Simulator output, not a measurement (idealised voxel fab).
process module | voxel self aligned contacts
185 nm wide, 5 nm square cells: that's cross-section cut.
We lay out every cross-section as a grid of square cells and spell it out in bands from the top down, where one band means one or more rows of cells.
In this notation a band is specified by the heights of its top and bottom, in that order and in nm, after which its materials appear from left to right, each paired with its width in nm. The word "everywhere" attached to a single material means that material fills the band from edge to edge; the word "air" stands for empty space.
Counting heights begins at 0, where everything beneath is, in the wafer as received, one material. The lowest band has no bottom; it goes on downwards, as "0 -> down" shows.
Width spec "30..40" -> top row of cells at first value, bottom row at second value, equal per-row change in between.
No cell of the cross-section changed in a step that is given as "nothing was modified".
The entry titled "Enclosed internal cavities" provides the empty spaces that have no open way to the top, restricted to those of 8 cells or more. Each is presented as width x height at distance, the distance being measured from the left edge, with all three in nm.
On each step's line, the part that comes after the settings is the simulator's own comment on the step.
On any step carrying a mask, the "overlay nm" setting, if present on the step's line, tells how far right of its planned place the mask lay; negative values point to the left.

**This section lists the process steps that were planned**
1: RECEIVE (material Si)
2: CONFORMAL_DEP (material SiO2; thk nm 5)
3: DIRECTIONAL_DEP (material polySi; thk nm 25)
4: DIRECTIONAL_DEP (material SiN; thk nm 20)
5: PATTERN (tone cover; mask id GATE; material resist; width nm 25; pitch nm 60; thk nm 20; overlay nm 0)
6: DIRECTIONAL_ETCH (etch materials SiN; depth nm 20)
7: DIRECTIONAL_ETCH (etch materials polySi; depth nm 25)
8: STRIP (etch materials resist)
9: CONFORMAL_DEP (material SiN; thk nm 5)
10: DIRECTIONAL_ETCH (etch materials SiN; depth nm 5)
11: FILL_DEP (material SiO2; thk nm 20)
12: CMP (height nm 60)
13: PATTERN (tone open; mask id CONTACT; material resist; width nm 45; pitch nm 60; thk nm 15; overlay nm 0)
14: DIRECTIONAL_ETCH (etch materials SiO2; depth nm 60)
15: STRIP (etch materials resist)
16: CONFORMAL_DEP (material TiN; thk nm 5)
17: FILL_DEP (material Ru; thk nm 10)
18: CMP (height nm 60)
19: CONFORMAL_DEP (material SiCN; thk nm 5)

**First wafer of two (run as planned)**

**As received (post step 1): cross-section**
    0 -> down | Si everywhere
    Enclosed internal cavities: none

**Wafer after step 2 (cross-section)**
    5 -> 0 | SiO2 everywhere
    Whatever lies below 0 is exactly as it was before.

**Wafer after step 3 (cross-section)**
    30 -> 5 | polySi everywhere
    Whatever lies below 5 is exactly as it was before.

**Wafer after step 4 (cross-section)**
    50 -> 30 | SiN everywhere
    Whatever lies below 30 is exactly as it was before.

**Wafer after step 5 (cross-section)**
    70 -> 50 | 20 of air  25 of resist  35 of air  25 of resist  35 of air  25 of resist  20 of air
    Whatever lies below 50 is exactly as it was before.

**Wafer after step 6 (cross-section)**
    70 -> 50 | 20 of air  25 of resist  35 of air  25 of resist  35 of air  25 of resist  20 of air
    50 -> 30 | 20 of air  25 of SiN  35 of air  25 of SiN  35 of air  25 of SiN  20 of air
    Whatever lies below 30 is exactly as it was before.

**Wafer after step 7 (cross-section)**
    70 -> 50 | 20 of air  25 of resist  35 of air  25 of resist  35 of air  25 of resist  20 of air
    50 -> 30 | 20 of air  25 of SiN  35 of air  25 of SiN  35 of air  25 of SiN  20 of air
    30 -> 5 | 20 of air  25 of polySi  35 of air  25 of polySi  35 of air  25 of polySi  20 of air
    Whatever lies below 5 is exactly as it was before.

**Wafer after step 8 (cross-section)**
    50 -> 30 | 20 of air  25 of SiN  35 of air  25 of SiN  35 of air  25 of SiN  20 of air
    Whatever lies below 30 is exactly as it was before.

**Wafer after step 9 (cross-section)**
    55 -> 30 | 15 of air  35 of SiN  25 of air  35 of SiN  25 of air  35 of SiN  15 of air
    30 -> 10 | 15 of air  5 of SiN  25 of polySi  5 of SiN  25 of air  5 of SiN  25 of polySi  5 of SiN  25 of air  5 of SiN  25 of polySi  5 of SiN  15 of air
    10 -> 5 | 20 of SiN  25 of polySi  35 of SiN  25 of polySi  35 of SiN  25 of polySi  20 of SiN
    Whatever lies below 5 is exactly as it was before.

**Wafer after step 10 (cross-section)**
    50 -> 30 | 15 of air  35 of SiN  25 of air  35 of SiN  25 of air  35 of SiN  15 of air
    30 -> 5 | 15 of air  5 of SiN  25 of polySi  5 of SiN  25 of air  5 of SiN  25 of polySi  5 of SiN  25 of air  5 of SiN  25 of polySi  5 of SiN  15 of air
    Whatever lies below 5 is exactly as it was before.

**Wafer after step 11 (cross-section)**
    70 -> 50 | SiO2 everywhere
    50 -> 30 | 15 of SiO2  35 of SiN  25 of SiO2  35 of SiN  25 of SiO2  35 of SiN  15 of SiO2
    30 -> 5 | 15 of SiO2  5 of SiN  25 of polySi  5 of SiN  25 of SiO2  5 of SiN  25 of polySi  5 of SiN  25 of SiO2  5 of SiN  25 of polySi  5 of SiN  15 of SiO2
    Whatever lies below 5 is exactly as it was before.

**Wafer after step 12 (cross-section)**
    60 -> 50 | SiO2 everywhere
    Whatever lies below 50 is exactly as it was before.

**Wafer after step 13 (cross-section)**
    75 -> 60 | 40 of resist  45 of air  15 of resist  45 of air  40 of resist
    Whatever lies below 60 is exactly as it was before.

**Wafer after step 14 (cross-section)**
    75 -> 60 | 40 of resist  45 of air  15 of resist  45 of air  40 of resist
    60 -> 50 | 40 of SiO2  45 of air  15 of SiO2  45 of air  40 of SiO2
    50 -> 30 | 15 of SiO2  35 of SiN  25 of air  35 of SiN  25 of air  35 of SiN  15 of SiO2
    30 -> 5 | 15 of SiO2  5 of SiN  25 of polySi  5 of SiN  25 of air  5 of SiN  25 of polySi  5 of SiN  25 of air  5 of SiN  25 of polySi  5 of SiN  15 of SiO2
    5 -> 0 | 50 of SiO2  25 of air  35 of SiO2  25 of air  50 of SiO2
    Whatever lies below 0 is exactly as it was before.

**Wafer after step 15 (cross-section)**
    60 -> 50 | 40 of SiO2  45 of air  15 of SiO2  45 of air  40 of SiO2
    Whatever lies below 50 is exactly as it was before.

**Wafer after step 16 (cross-section)**
    65 -> 60 | 45 of TiN  35 of air  25 of TiN  35 of air  45 of TiN
    60 -> 50 | 40 of SiO2  5..15 of TiN  35..15 of air  5..15 of TiN  15 of SiO2  5..15 of TiN  35..15 of air  5..15 of TiN  40 of SiO2
    50 -> 30 | 15 of SiO2  35 of SiN  5 of TiN  15 of air  5 of TiN  35 of SiN  5 of TiN  15 of air  5 of TiN  35 of SiN  15 of SiO2
    30 -> 5 | 15 of SiO2  5 of SiN  25 of polySi  5 of SiN  5 of TiN  15 of air  5 of TiN  5 of SiN  25 of polySi  5 of SiN  5 of TiN  15 of air  5 of TiN  5 of SiN  25 of polySi  5 of SiN  15 of SiO2
    5 -> 0 | 50 of SiO2  25 of TiN  35 of SiO2  25 of TiN  50 of SiO2
    Whatever lies below 0 is exactly as it was before.

**Wafer after step 17 (cross-section)**
    75 -> 65 | Ru everywhere
    65 -> 60 | 45 of TiN  35 of Ru  25 of TiN  35 of Ru  45 of TiN
    60 -> 50 | 40 of SiO2  5..15 of TiN  35..15 of Ru  5..15 of TiN  15 of SiO2  5..15 of TiN  35..15 of Ru  5..15 of TiN  40 of SiO2
    50 -> 30 | 15 of SiO2  35 of SiN  5 of TiN  15 of Ru  5 of TiN  35 of SiN  5 of TiN  15 of Ru  5 of TiN  35 of SiN  15 of SiO2
    30 -> 5 | 15 of SiO2  5 of SiN  25 of polySi  5 of SiN  5 of TiN  15 of Ru  5 of TiN  5 of SiN  25 of polySi  5 of SiN  5 of TiN  15 of Ru  5 of TiN  5 of SiN  25 of polySi  5 of SiN  15 of SiO2
    Whatever lies below 5 is exactly as it was before.

**Wafer after step 18 (cross-section)**
    60 -> 50 | 40 of SiO2  5..15 of TiN  35..15 of Ru  5..15 of TiN  15 of SiO2  5..15 of TiN  35..15 of Ru  5..15 of TiN  40 of SiO2
    Whatever lies below 50 is exactly as it was before.

**Wafer after step 19 (cross-section)**
    65 -> 60 | SiCN everywhere
    Whatever lies below 60 is exactly as it was before.

**The second wafer was prepared from the same starting point and under the same plan as the first; its processing contained one mistake, and it remains indistinguishable from the first wafer up to and including step 4**

**Cross-section, second wafer, at the end time the plan gives for step 5**
    70 -> 50 | 20 of resist  25 of air  35 of resist  25 of air  35 of resist  25 of air  20 of resist
    Whatever lies below 50 is exactly as it was before.

**Cross-section, second wafer, at the end time the plan gives for step 6**
    70 -> 50 | 20 of resist  25 of air  35 of resist  25 of air  35 of resist  25 of air  20 of resist
    50 -> 30 | 20 of SiN  25 of air  35 of SiN  25 of air  35 of SiN  25 of air  20 of SiN
    Whatever lies below 30 is exactly as it was before.

**Cross-section, second wafer, at the end time the plan gives for step 7**
    70 -> 50 | 20 of resist  25 of air  35 of resist  25 of air  35 of resist  25 of air  20 of resist
    50 -> 30 | 20 of SiN  25 of air  35 of SiN  25 of air  35 of SiN  25 of air  20 of SiN
    30 -> 5 | 20 of polySi  25 of air  35 of polySi  25 of air  35 of polySi  25 of air  20 of polySi
    Whatever lies below 5 is exactly as it was before.

**Cross-section, second wafer, at the end time the plan gives for step 8**
    50 -> 30 | 20 of SiN  25 of air  35 of SiN  25 of air  35 of SiN  25 of air  20 of SiN
    Whatever lies below 30 is exactly as it was before.

**Cross-section, second wafer, at the end time the plan gives for step 9**
    55 -> 30 | 25 of SiN  15 of air  45 of SiN  15 of air  45 of SiN  15 of air  25 of SiN
    30 -> 10 | 20 of polySi  5 of SiN  15 of air  5 of SiN  35 of polySi  5 of SiN  15 of air  5 of SiN  35 of polySi  5 of SiN  15 of air  5 of SiN  20 of polySi
    10 -> 5 | 20 of polySi  25 of SiN  35 of polySi  25 of SiN  35 of polySi  25 of SiN  20 of polySi
    Whatever lies below 5 is exactly as it was before.

**Cross-section, second wafer, at the end time the plan gives for step 10**
    50 -> 30 | 25 of SiN  15 of air  45 of SiN  15 of air  45 of SiN  15 of air  25 of SiN
    30 -> 5 | 20 of polySi  5 of SiN  15 of air  5 of SiN  35 of polySi  5 of SiN  15 of air  5 of SiN  35 of polySi  5 of SiN  15 of air  5 of SiN  20 of polySi
    Whatever lies below 5 is exactly as it was before.

**Cross-section, second wafer, at the end time the plan gives for step 11**
    70 -> 50 | SiO2 everywhere
    50 -> 30 | 25 of SiN  15 of SiO2  45 of SiN  15 of SiO2  45 of SiN  15 of SiO2  25 of SiN
    30 -> 5 | 20 of polySi  5 of SiN  15 of SiO2  5 of SiN  35 of polySi  5 of SiN  15 of SiO2  5 of SiN  35 of polySi  5 of SiN  15 of SiO2  5 of SiN  20 of polySi
    Whatever lies below 5 is exactly as it was before.

**Cross-section, second wafer, at the end time the plan gives for step 12**
    60 -> 50 | SiO2 everywhere
    Whatever lies below 50 is exactly as it was before.

**Cross-section, second wafer, at the end time the plan gives for step 13**
    75 -> 60 | 40 of resist  45 of air  15 of resist  45 of air  40 of resist
    Whatever lies below 60 is exactly as it was before.

**Cross-section, second wafer, at the end time the plan gives for step 14**
    75 -> 60 | 40 of resist  45 of air  15 of resist  45 of air  40 of resist
    60 -> 50 | 40 of SiO2  45 of air  15 of SiO2  45 of air  40 of SiO2
    Whatever lies below 50 is exactly as it was before.

**Cross-section, second wafer, at the end time the plan gives for step 15**
    60 -> 50 | 40 of SiO2  45 of air  15 of SiO2  45 of air  40 of SiO2
    Whatever lies below 50 is exactly as it was before.

**Cross-section, second wafer, at the end time the plan gives for step 16**
    65 -> 60 | 45 of TiN  35 of air  25 of TiN  35 of air  45 of TiN
    60 -> 55 | 40 of SiO2  5 of TiN  35 of air  5 of TiN  15 of SiO2  5 of TiN  35 of air  5 of TiN  40 of SiO2
    55 -> 50 | 40 of SiO2  45 of TiN  15 of SiO2  45 of TiN  40 of SiO2
    Whatever lies below 50 is exactly as it was before.

**Cross-section, second wafer, at the end time the plan gives for step 17**
    75 -> 65 | Ru everywhere
    65 -> 60 | 45 of TiN  35 of Ru  25 of TiN  35 of Ru  45 of TiN
    60 -> 55 | 40 of SiO2  5 of TiN  35 of Ru  5 of TiN  15 of SiO2  5 of TiN  35 of Ru  5 of TiN  40 of SiO2
    Whatever lies below 55 is exactly as it was before.

**Cross-section, second wafer, at the end time the plan gives for step 18**
    60 -> 55 | 40 of SiO2  5 of TiN  35 of Ru  5 of TiN  15 of SiO2  5 of TiN  35 of Ru  5 of TiN  40 of SiO2
    Whatever lies below 55 is exactly as it was before.

**Cross-section, second wafer, at the end time the plan gives for step 19**
    65 -> 60 | SiCN everywhere
    Whatever lies below 60 is exactly as it was before.
So what did we get wrong on this run? for step 5, the planned setting was not used; the step was instead run as PATTERN (tone open; mask id GATE; material resist; width nm 25; pitch nm 60; thk nm 20; overlay nm 0)
The final cell counts differ between the wafers, with the second having more or fewer of some materials than the first: Ru -60; SiN +28; SiO2 +37; TiN -40; polySi +35
